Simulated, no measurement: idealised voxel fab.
The following process module bears the name voxel ribs on slabs.
Section cut is 250 nm wide and gridded with 5 nm square cells.
Throughout this document, each cross-section is represented as a grid of square cells and is presented as a sequence of bands enumerated from the top downward, where a band comprises one or more rows of cells.
Band: top and bottom heights (nm) first, top before bottom; then materials from left to right, widths in nm. "all across" marks a sole material filling the band edge to edge. "air" denotes empty space.
Heads up on the height convention: 0 is the point under which the incoming wafer is all one material, and the lowest band has no bottom, it just keeps going down, like "0 down".
When a width is written as two numbers, as in "30 to 40", the first number is the width in the top row of cells of the band and the second is the width in its bottom row, and the width changes by the same amount from each row to the next.
You'll sometimes find "nothing was modified" written for a step, and that's the way of saying that nowhere in the cross-section did a cell change during that step.
Reported under the label "Encapsulated voids" are the empty spaces having no open way to the top and comprising 8 cells or more; the notation for each is width x height at distance, in which the distance is measured from the left edge and all three values are in nm.
Post-settings text on a step line: simulator's own remark regarding the step.
A step's line can hold "overlay nm"; with a mask on that step, the setting says how far right of the planned place the mask lay, while a negative setting says it lay to the left.
# These are the steps we planned for the process
| 1 | RECEIVE with material Si |
| 2 | DIRECTIONAL_DEP with material SiO2, thk nm 25 |
| 3 | DIRECTIONAL_DEP with material SiN, thk nm 15 |
| 4 | MASKED_ETCH with tone cover, mask id RIB, width nm 15, etch materials SiN, depth nm 20, overlay nm 0 |
| 5 | DIRECTIONAL_DEP with material aC, thk nm 10 |
| 6 | PATTERN with tone cover, mask id SLAB, material resist, width nm 55, thk nm 25, overlay nm 0 |
| 7 | DIRECTIONAL_ETCH with etch materials aC, depth nm 10 |
| 8 | STRIP with etch materials resist |
| 9 | DIRECTIONAL_ETCH with etch materials SiN, depth nm 5 |
| 10 | STRIP with etch materials aC |
| 11 | FILL_DEP with material SiO2, thk nm 25 |
| 12 | CMP with height nm 65 |
| 13 | DIRECTIONAL_DEP with material TiN, thk nm 10 |
| 14 | MASKED_ETCH with tone cover, mask id HEATER, width nm 25, etch materials TiN, depth nm 10, overlay nm 0 |
| 15 | CONFORMAL_DEP with material SiN, thk nm 5 |
Be aware that, although all wafers share a common starting state, the thk nm at step 3 differs among them, and the plan displays the first wafer's value.
# Cross-section of the first incoming wafer of several, state after step 1
- 0 down: Si all across
- Encapsulated voids: none
# Note: the following table is arranged by wafer, a row apiece. Each row reports the end-of-module state: per material, cells gained (+) or cells lost (-) compared with the wafer as received; closed voids follow
thk nm 15 | +63 SiN | +641 SiO2 | +10 TiN | Encapsulated voids: none
thk nm 20 | +66 SiN | +638 SiO2 | +10 TiN | Encapsulated voids: none
thk nm 25 | +77 SiN | +627 SiO2 | +10 TiN | Encapsulated voids: none
thk nm 30 | +127 SiN | +577 SiO2 | +10 TiN | Encapsulated voids: none
thk nm 35 | +177 SiN | +527 SiO2 | +10 TiN | Encapsulated voids: none
thk nm 40 | +227 SiN | +477 SiO2 | +10 TiN | Encapsulated voids: none
